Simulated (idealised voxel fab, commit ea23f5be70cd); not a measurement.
Process module in this document: voxel double patterning
The figure presents cross-section cut, which has a width of 210 nm and is divided into square cells with an edge length of 5 nm.
Cross-section layout: square cells on a grid; listed as bands, top to bottom; a band spans one or more cell rows. This entry defines a band. It first specifies the height of the band's top and the height of its bottom in nm, and then specifies the band's materials from left to right, stating each material with its width in nm. The word "everywhere" identifies a single material that fills the band from edge to edge, while the word "air" identifies empty space. Counting heights begins at 0, where everything beneath is, in the wafer as received, one material. The lowest band has no bottom; it goes on downwards, as "0 down" shows. The width entry "30->40" should be interpreted row by row: the top row of cells in the band takes the first number, the bottom row takes the second number, and the change between adjacent rows is uniform throughout. Step marked "everything unchanged"? Then no cell in the cross-section changed in it. For the entry "Cavities, closed", the listed items are empty spaces with no open way to the top whose size is 8 cells or more; each item follows the pattern width x height at distance, where distance is from the left edge and all three are in nm. Post-settings text on a step line: simulator's own remark regarding the step. overlay nm: step with mask; distance mask lay right of planned place; negative value = left of planned place.
# The planned process steps are enumerated hereunder
1 op RECEIVE | material Si
2 op CONFORMAL_DEP | material SiO2 | thk nm 5
3 op DIRECTIONAL_DEP | material polySi | thk nm 15
4 op DIRECTIONAL_DEP | material SiCN | thk nm 5
5 op PATTERN | tone open | mask id FIRST | material resist | width nm 15 | pitch nm 50 | thk nm 15 | overlay nm 0
6 op DIRECTIONAL_ETCH | etch materials SiCN | depth nm 5
7 op STRIP | etch materials resist
8 op PATTERN | tone open | mask id SECOND | material resist | width nm 15 | pitch nm 50 | thk nm 20 | overlay nm 0
9 op DIRECTIONAL_ETCH | etch materials SiCN | depth nm 5
10 op STRIP | etch materials resist
11 op DIRECTIONAL_ETCH | etch materials polySi | depth nm 15
12 op STRIP | etch materials SiCN
# First of two wafers, processed according to plan
# Delivered wafer in cross-section: state after step 1
> 0 down: Si everywhere
> Cavities, closed: none
# How the wafer stands in section after step 2
> 5 to 0: SiO2 everywhere
> Under 0: no change, same as before.
# How the wafer stands in section after step 3
> 20 to 5: polySi everywhere
> Under 5: no change, same as before.
# How the wafer stands in section after step 4
> 25 to 20: SiCN everywhere
> Under 20: no change, same as before.
# How the wafer stands in section after step 5
> 40 to 25: resist: 45 / air: 15 / resist: 35 / air: 15 / resist: 35 / air: 15 / resist: 50
> Under 25: no change, same as before.
# How the wafer stands in section after step 6
> 40 to 25: resist: 45 / air: 15 / resist: 35 / air: 15 / resist: 35 / air: 15 / resist: 50
> 25 to 20: SiCN: 45 / air: 15 / SiCN: 35 / air: 15 / SiCN: 35 / air: 15 / SiCN: 50
> Under 20: no change, same as before.
# How the wafer stands in section after step 7
> 25 to 20: SiCN: 45 / air: 15 / SiCN: 35 / air: 15 / SiCN: 35 / air: 15 / SiCN: 50
> Under 20: no change, same as before.
# How the wafer stands in section after step 8
> 45 to 25: resist: 70 / air: 15 / resist: 35 / air: 15 / resist: 75
> 25 to 20: SiCN: 45 / resist: 15 / SiCN: 35 / resist: 15 / SiCN: 35 / resist: 15 / SiCN: 50
> Under 20: no change, same as before.
# How the wafer stands in section after step 9
> 45 to 25: resist: 70 / air: 15 / resist: 35 / air: 15 / resist: 75
> 25 to 20: SiCN: 45 / resist: 15 / SiCN: 10 / air: 15 / SiCN: 10 / resist: 15 / SiCN: 10 / air: 15 / SiCN: 10 / resist: 15 / SiCN: 50
> Under 20: no change, same as before.
# How the wafer stands in section after step 10
> 25 to 20: SiCN: 45 / air: 15 / SiCN: 10 / air: 15 / SiCN: 10 / air: 15 / SiCN: 10 / air: 15 / SiCN: 10 / air: 15 / SiCN: 50
> Under 20: no change, same as before.
# How the wafer stands in section after step 11
> 25 to 20: SiCN: 45 / air: 15 / SiCN: 10 / air: 15 / SiCN: 10 / air: 15 / SiCN: 10 / air: 15 / SiCN: 10 / air: 15 / SiCN: 50
> 20 to 5: polySi: 45 / air: 15 / polySi: 10 / air: 15 / polySi: 10 / air: 15 / polySi: 10 / air: 15 / polySi: 10 / air: 15 / polySi: 50
> Under 5: no change, same as before.
# How the wafer stands in section after step 12
> 20 to 5: polySi: 45 / air: 15 / polySi: 10 / air: 15 / polySi: 10 / air: 15 / polySi: 10 / air: 15 / polySi: 10 / air: 15 / polySi: 50
> Under 5: no change, same as before.
# Okay, second wafer. Nothing different at the start, nothing different in the plan, just one mistake somewhere in the running. As far as step 7, counting that step, it's the first wafer all over again
# Cross-section: second wafer, time at which step 8 was scheduled to end
> 45 to 25: resist: 70 / air: 20 / resist: 30 / air: 20 / resist: 70
> 25 to 20: SiCN: 45 / resist: 15 / SiCN: 35 / resist: 15 / SiCN: 35 / resist: 15 / SiCN: 50
> Under 20: no change, same as before.
# Cross-section: second wafer, time at which step 9 was scheduled to end
> 45 to 25: resist: 70 / air: 20 / resist: 30 / air: 20 / resist: 70
> 25 to 20: SiCN: 45 / resist: 15 / SiCN: 10 / air: 20 / SiCN: 5 / resist: 15 / SiCN: 10 / air: 20 / SiCN: 5 / resist: 15 / SiCN: 50
> Under 20: no change, same as before.
# Cross-section: second wafer, time at which step 10 was scheduled to end
> 25 to 20: SiCN: 45 / air: 15 / SiCN: 10 / air: 20 / SiCN: 5 / air: 15 / SiCN: 10 / air: 20 / SiCN: 5 / air: 15 / SiCN: 50
> Under 20: no change, same as before.
# Cross-section: second wafer, time at which step 11 was scheduled to end
> 25 to 20: SiCN: 45 / air: 15 / SiCN: 10 / air: 20 / SiCN: 5 / air: 15 / SiCN: 10 / air: 20 / SiCN: 5 / air: 15 / SiCN: 50
> 20 to 5: polySi: 45 / air: 15 / polySi: 10 / air: 20 / polySi: 5 / air: 15 / polySi: 10 / air: 20 / polySi: 5 / air: 15 / polySi: 50
> Under 5: no change, same as before.
# Cross-section: second wafer, time at which step 12 was scheduled to end
> 20 to 5: polySi: 45 / air: 15 / polySi: 10 / air: 20 / polySi: 5 / air: 15 / polySi: 10 / air: 20 / polySi: 5 / air: 15 / polySi: 50
> Under 5: no change, same as before.
Error vs. plan: rather than as planned, step 8 actually ran as op PATTERN | tone open | mask id SECOND | material resist | width nm 20 | pitch nm 50 | thk nm 20 | overlay nm 0
at the end the second wafer has, in cells: polySi -6
